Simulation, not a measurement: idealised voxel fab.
Module name: voxel transistor to metal (process module)
It is cross-section cut that appears here, measuring 180 nm in width, its square cells being 5 nm in size.
Cross-section layout: square cells on a grid; listed as bands, top to bottom; a band spans one or more cell rows.
Look at the band entry: it leads with the top's height and the bottom's height in nm. Then it lists the materials left to right, with a width in nm for each. The word "edge to edge" on a single material says that material fills the band edge to edge. The word "air" is empty space.
Where do heights start? At 0: under that level the wafer as delivered is made of one material only. And the lowest band has no floor; it just carries on downward, as in "top 0, no bottom".
Width spec "30..40" -> top row of cells at first value, bottom row at second value, equal per-row change in between.
Where a step carries "no modifications", the cross-section came out of it unchanged, cell for cell.
Under "Sealed-off cavities" you'll find the enclosed gaps, the ones with no way out to the top, that are 8 cells or bigger; each reads width x height at distance, with distance counted from the left edge, everything in nm.
Whatever follows a step's settings on its line is a remark the simulator itself makes about that step.
overlay nm: for a step with a mask, the amount by which the mask lay right of where it was planned; a negative amount means left of it.
### Here's what the planned process steps look like
1. RECEIVE: material Si
2. CONFORMAL_DEP: material SiO2, thk nm 5
3. CONFORMAL_DEP: material SiN, thk nm 10
4. MASKED_ETCH: tone cover, mask id ACTIVE, width nm 110, etch materials SiN, depth nm 10, overlay nm 0
5. MASKED_ETCH: tone cover, mask id ACTIVE, width nm 110, etch materials SiO2, depth nm 5, overlay nm 0
6. MASKED_ETCH: tone cover, mask id ACTIVE, width nm 110, etch materials Si, depth nm 20, overlay nm 0
7. OXIDIZE: depth nm 5
8. FILL_DEP: material SiO2, thk nm 10
9. CMP: height nm 15
10. SELECTIVE_ETCH: etch materials SiO2, depth nm 10
11. STRIP: etch materials SiN
12. SELECTIVE_ETCH: etch materials SiO2, depth nm 5
13. OXIDIZE: depth nm 5
14. DIRECTIONAL_DEP: material polySi, thk nm 30
15. DIRECTIONAL_DEP: material SiCN, thk nm 10
16. MASKED_ETCH: tone cover, mask id GATE, width nm 20, etch materials SiCN, depth nm 20, overlay nm 0
17. MASKED_ETCH: tone cover, mask id GATE, width nm 20, etch materials polySi, depth nm 40, overlay nm 0
18. CONFORMAL_DEP: material SiN, thk nm 5
19. DIRECTIONAL_ETCH: etch materials SiN, depth nm 5
20. DIRECTIONAL_ETCH: etch materials SiO2, depth nm 5
21. DIRECTIONAL_ETCH: etch materials Si, depth nm 5
22. EPI: material pSi, thk nm 5
23. FILL_DEP: material SiO2, thk nm 10
24. CMP: height nm 40
25. DIRECTIONAL_DEP: material SiO2, thk nm 10
26. MASKED_ETCH: tone open, mask id CONTACT, width nm 30, pitch nm 60, etch materials SiO2, depth nm 55, overlay nm 0
27. CONFORMAL_DEP: material TiN, thk nm 5
28. FILL_DEP: material Ru, thk nm 5
29. CMP: height nm 50
30. CONFORMAL_DEP: material SiCN, thk nm 5
31. DIRECTIONAL_DEP: material SiO2, thk nm 20
32. PATTERN: tone open, mask id METAL_1, material resist, width nm 15, pitch nm 75, thk nm 15, overlay nm 0
33. DIRECTIONAL_ETCH: etch materials SiO2, depth nm 20
34. DIRECTIONAL_ETCH: etch materials SiCN, depth nm 5
35. STRIP: etch materials resist
36. CONFORMAL_DEP: material TiN, thk nm 5
37. FILL_DEP: material Cu, thk nm 5
38. CMP: height nm 75
39. CONFORMAL_DEP: material SiCN, thk nm 5
40. DIRECTIONAL_DEP: material SiO2, thk nm 35
41. PATTERN: tone open, mask id METAL_2, material resist, width nm 15, pitch nm 75, thk nm 15, overlay nm 0
42. DIRECTIONAL_ETCH: etch materials SiO2, depth nm 20
43. STRIP: etch materials resist
44. DIRECTIONAL_DEP: material aC, thk nm 15
45. PATTERN: tone open, mask id METAL_2_HOLES, material resist, width nm 15, pitch nm 75, thk nm 30, overlay nm 0
46. DIRECTIONAL_ETCH: etch materials aC, depth nm 15
47. STRIP: etch materials resist
48. DIRECTIONAL_ETCH: etch materials SiO2, depth nm 15
49. DIRECTIONAL_ETCH: etch materials SiCN, depth nm 5
50. STRIP: etch materials aC
51. CONFORMAL_DEP: material TiN, thk nm 5
52. FILL_DEP: material Ru, thk nm 5
53. CMP: height nm 115
54. CONFORMAL_DEP: material SiN, thk nm 5
### Incoming wafer, cross-sectional view, post step 1
top 0, no bottom = Si edge to edge
Sealed-off cavities: none
### First wafer of two, sectioned at end of module; run went per plan
top 120, bottom 115 = SiN edge to edge
top 115, bottom 80 = SiO2 45 nm | TiN 5 nm | Ru 5 nm | TiN 5 nm | SiO2 60 nm | TiN 5 nm | Ru 5 nm | TiN 5 nm | SiO2 45 nm
top 80, bottom 75 = SiCN 45 nm | TiN 15 nm | SiCN 60 nm | TiN 15 nm | SiCN 45 nm
top 75, bottom 55 = SiO2 45 nm | TiN 5 nm | Cu 5 nm | TiN 5 nm | SiO2 60 nm | TiN 5 nm | Cu 5 nm | TiN 5 nm | SiO2 45 nm
top 55, bottom 50 = SiCN 45 nm | TiN 15 nm | SiCN 60 nm | TiN 15 nm | SiCN 45 nm
top 50, bottom 40 = SiO2 45 nm | TiN 5 nm | Ru 20 nm | TiN 5 nm | SiO2 30 nm | TiN 5 nm | Ru 20 nm | TiN 5 nm | SiO2 45 nm
top 40, bottom 30 = SiO2 45 nm | TiN 5 nm | Ru 20 nm | TiN 5 nm | SiN 5 nm | SiCN 20 nm | SiN 5 nm | TiN 5 nm | Ru 20 nm | TiN 5 nm | SiO2 45 nm
top 30, bottom 5 = SiO2 45 nm | TiN 5 nm | Ru 20 nm | TiN 5 nm | SiN 5 nm | polySi 20 nm | SiN 5 nm | TiN 5 nm | Ru 20 nm | TiN 5 nm | SiO2 45 nm
top 5, bottom 0 = SiO2 45 nm | TiN 5 nm | Ru 15 nm | TiN 10 nm | SiN 5 nm | polySi 20 nm | SiN 5 nm | TiN 10 nm | Ru 15 nm | TiN 5 nm | SiO2 45 nm
top 0, bottom -5 = SiO2 45 nm | TiN 25 nm | pSi 5 nm | SiO2 30 nm | pSi 5 nm | TiN 25 nm | SiO2 45 nm
top -5, bottom -10 = SiO2 40 nm | pSi 35 nm | Si 30 nm | pSi 35 nm | SiO2 40 nm
top -10, bottom -25 = SiO2 40 nm | Si 100 nm | SiO2 40 nm
top -25, no bottom = Si edge to edge
Sealed-off cavities: none
### So this is wafer number two of the two, cut at the end of the module - it started where the first did and had the same plan, we just got one thing wrong running it
top 120, bottom 115 = SiN edge to edge
top 115, bottom 80 = SiO2 45 nm | TiN 5 nm | Ru 5 nm | TiN 5 nm | SiO2 60 nm | TiN 5 nm | Ru 5 nm | TiN 5 nm | SiO2 45 nm
top 80, bottom 75 = SiCN 45 nm | TiN 15 nm | SiCN 60 nm | TiN 15 nm | SiCN 45 nm
top 75, bottom 55 = SiO2 45 nm | TiN 5 nm | Cu 5 nm | TiN 5 nm | SiO2 60 nm | TiN 5 nm | Cu 5 nm | TiN 5 nm | SiO2 45 nm
top 55, bottom 50 = SiCN 45 nm | TiN 15 nm | SiCN 60 nm | TiN 15 nm | SiCN 45 nm
top 50, bottom 40 = SiO2 55 nm | TiN 5 nm | Ru 20..10 nm | TiN 5..15 nm | SiO2 30 nm | TiN 5 nm | Ru 20 nm | TiN 5 nm | SiO2 35 nm
top 40, bottom 30 = SiO2 55 nm | TiN 5 nm | Ru 10 nm | TiN 5 nm | SiN 5 nm | SiCN 20 nm | SiN 5 nm | SiO2 10 nm | TiN 5 nm | Ru 20 nm | TiN 5 nm | SiO2 35 nm
top 30, bottom 5 = SiO2 55 nm | TiN 5 nm | Ru 10 nm | TiN 5 nm | SiN 5 nm | polySi 20 nm | SiN 5 nm | SiO2 10 nm | TiN 5 nm | Ru 20 nm | TiN 5 nm | SiO2 35 nm
top 5, bottom 0 = SiO2 55 nm | TiN 5 nm | Ru 5 nm | TiN 10 nm | SiN 5 nm | polySi 20 nm | SiN 5 nm | SiO2 10 nm | TiN 5 nm | Ru 20 nm | TiN 5 nm | SiO2 35 nm
top 0, bottom -5 = SiO2 55 nm | TiN 15 nm | pSi 5 nm | SiO2 30 nm | pSi 5 nm | SiO2 5 nm | TiN 30 nm | SiO2 35 nm
top -5, bottom -10 = SiO2 40 nm | pSi 35 nm | Si 30 nm | pSi 35 nm | SiO2 40 nm
top -10, bottom -25 = SiO2 40 nm | Si 100 nm | SiO2 40 nm
top -25, no bottom = Si edge to edge
Sealed-off cavities: none
So what did we get wrong on this run? step 26 went in with a setting other than planned; the actual run was MASKED_ETCH: tone open, mask id CONTACT, width nm 30, pitch nm 60, etch materials SiO2, depth nm 55, overlay nm 10
Final wafer comparison in cells, second versus first, more or fewer per material: Ru: 17 fewer, SiO2: 17 more
